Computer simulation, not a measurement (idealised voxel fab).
The following is a process module called voxel transistor to metal.
Square cells of 5 nm make up the cross-section cut, whose width is 200 nm.
For the purposes of this document, a cross-section shall be understood as a grid of square cells, specified as bands listed in top-to-bottom order, each band consisting of one or more rows of cells. Each band's line starts with the height of the band's top and of its bottom, in nm. Then come its materials from left to right, each with its width in nm. One material with "throughout" fills the band from edge to edge. "air" is empty space. Heights are reckoned from 0. Under this level, the received wafer is all of one material. The bottommost band is open-ended downward, for example "from 0 down". It should be noted that a width expressed as "30 to 40" varies in equal increments from row to row of cells within the band, taking the value of the first number at the top row and that of the second number at the bottom row. No cell of the cross-section changed in a step that is given as "same as before". Closed empty spaces (no open way to the top) of 8 cells or more are what "Enclosed internal voids" lists, each as width x height at distance from the left edge, nm for all three. Text after the settings on a step's line: the simulator's own remark on that step. "overlay nm" denotes, for a step that has a mask, the displacement of the mask to the right of its planned place, with negative values corresponding to the left.

Process steps - plan:
1. op RECEIVE | material Si
2. op OXIDIZE | depth nm 5
3. op CONFORMAL_DEP | material SiN | thk nm 15
4. op MASKED_ETCH | tone cover | mask id ACTIVE | width nm 110 | etch materials SiN | depth nm 15 | overlay nm 0
5. op MASKED_ETCH | tone cover | mask id ACTIVE | width nm 110 | etch materials SiO2 | depth nm 5 | overlay nm 0
6. op MASKED_ETCH | tone cover | mask id ACTIVE | width nm 110 | etch materials Si | depth nm 25 | overlay nm 0
7. op FILL_DEP | material SiO2 | thk nm 5
8. op CMP | height nm 15
9. op SELECTIVE_ETCH | etch materials SiO2 | depth nm 10
10. op STRIP | etch materials SiN
11. op SELECTIVE_ETCH | etch materials SiO2 | depth nm 5
12. op OXIDIZE | depth nm 5
13. op DIRECTIONAL_DEP | material polySi | thk nm 20
14. op DIRECTIONAL_DEP | material SiCN | thk nm 15
15. op MASKED_ETCH | tone cover | mask id GATE | width nm 30 | etch materials SiCN | depth nm 25 | overlay nm 0
16. op MASKED_ETCH | tone cover | mask id GATE | width nm 30 | etch materials polySi | depth nm 30 | overlay nm 0
17. op CONFORMAL_DEP | material SiN | thk nm 10
18. op DIRECTIONAL_ETCH | etch materials SiN | depth nm 10
19. op DIRECTIONAL_ETCH | etch materials SiO2 | depth nm 5
20. op DIRECTIONAL_ETCH | etch materials Si | depth nm 10
21. op EPI | material SiGe | thk nm 10
22. op FILL_DEP | material SiO2 | thk nm 10
23. op CMP | height nm 15
24. op STRIP | etch materials polySi
25. op SELECTIVE_ETCH | etch materials SiO2 | depth nm 5
26. op CONFORMAL_DEP | material HfO2 | thk nm 5
27. op CONFORMAL_DEP | material TiN | thk nm 5
28. op FILL_DEP | material W | thk nm 10
29. op CMP | height nm 10
30. op DIRECTIONAL_DEP | material SiO2 | thk nm 15
31. op MASKED_ETCH | tone open | mask id CONTACT | width nm 20 | pitch nm 80 | etch materials SiO2 | depth nm 35 | overlay nm 0
32. op CONFORMAL_DEP | material TiN | thk nm 5
33. op FILL_DEP | material W | thk nm 5
34. op CMP | height nm 25
35. op DIRECTIONAL_DEP | material TiN | thk nm 5
36. op DIRECTIONAL_DEP | material W | thk nm 20
37. op DIRECTIONAL_DEP | material aC | thk nm 10
38. op PATTERN | tone cover | mask id METAL_1 | material resist | width nm 20 | pitch nm 80 | thk nm 25 | overlay nm 0
39. op DIRECTIONAL_ETCH | etch materials aC | depth nm 10
40. op STRIP | etch materials resist
41. op DIRECTIONAL_ETCH | etch materials W | depth nm 20
42. op DIRECTIONAL_ETCH | etch materials TiN | depth nm 5
43. op STRIP | etch materials aC
44. op CONFORMAL_DEP | material SiN | thk nm 5
45. op FILL_DEP | material SiO2 | thk nm 10
46. op CMP | height nm 50
47. op CONFORMAL_DEP | material SiN | thk nm 5

Incoming wafer in cross-section (state: after step 1):
> from 0 down | Si throughout
> Enclosed internal voids: none

The module was run from the start shown above using the plan shown above, but one mistake was made doing it; the resulting wafer cross-section is below:
> from 55 to 50 | SiN throughout
> from 50 to 30 | 45 nm SiO2; 5 nm SiN; 20 nm W; 5 nm SiN; 50 nm SiO2; 5 nm SiN; 20 nm W; 5 nm SiN; 45 nm SiO2
> from 30 to 25 | 50 nm SiN; 20 nm TiN; 60 nm SiN; 20 nm TiN; 50 nm SiN
> from 25 to 10 | 45 nm SiO2; 5 nm TiN; 10 nm W; 5 nm TiN; 60 nm SiO2; 5 nm TiN; 10 nm W; 5 nm TiN; 55 nm SiO2
> from 10 to 5 | 45 nm SiO2; 5 nm TiN; 10 nm W; 5 nm TiN; 10 nm SiO2; 10 nm SiN; 5 nm HfO2; 5 nm TiN; 10 nm W; 5 nm TiN; 5 nm HfO2; 10 nm SiN; 5 nm TiN; 10 nm W; 5 nm TiN; 55 nm SiO2
> from 5 to 0 | 45 nm SiO2; 20 nm TiN; 10 nm SiO2; 10 nm SiN; 5 nm HfO2; 5 nm TiN; 10 nm W; 5 nm TiN; 5 nm HfO2; 10 nm SiN; 20 nm TiN; 55 nm SiO2
> from 0 to -5 | 40 nm SiO2; 10 nm SiN; 10 nm SiGe; 5 nm TiN; 10 nm SiGe; 10 nm SiN; 5 nm HfO2; 20 nm TiN; 5 nm HfO2; 10 nm SiN; 10 nm SiGe; 5 nm TiN; 10 nm SiGe; 10 nm SiN; 40 nm SiO2
> from -5 to -10 | 50 nm SiO2; 10 nm SiGe; 5 nm TiN; 10 nm SiGe; 5 nm SiO2; 40 nm HfO2; 5 nm SiO2; 10 nm SiGe; 5 nm TiN; 10 nm SiGe; 50 nm SiO2
> from -10 to -20 | 45 nm SiO2; 5 nm Si; 25 nm SiGe; 50 nm Si; 25 nm SiGe; 5 nm Si; 45 nm SiO2
> from -20 to -30 | 45 nm SiO2; 110 nm Si; 45 nm SiO2
> from -30 down | Si throughout
> Enclosed internal voids: none
What broke from the plan during processing? so step 31 ended up running with a different setting than we planned, it ran as op MASKED_ETCH | tone open | mask id CONTACT | width nm 20 | pitch nm 80 | etch materials SiO2 | depth nm 35 | overlay nm -5
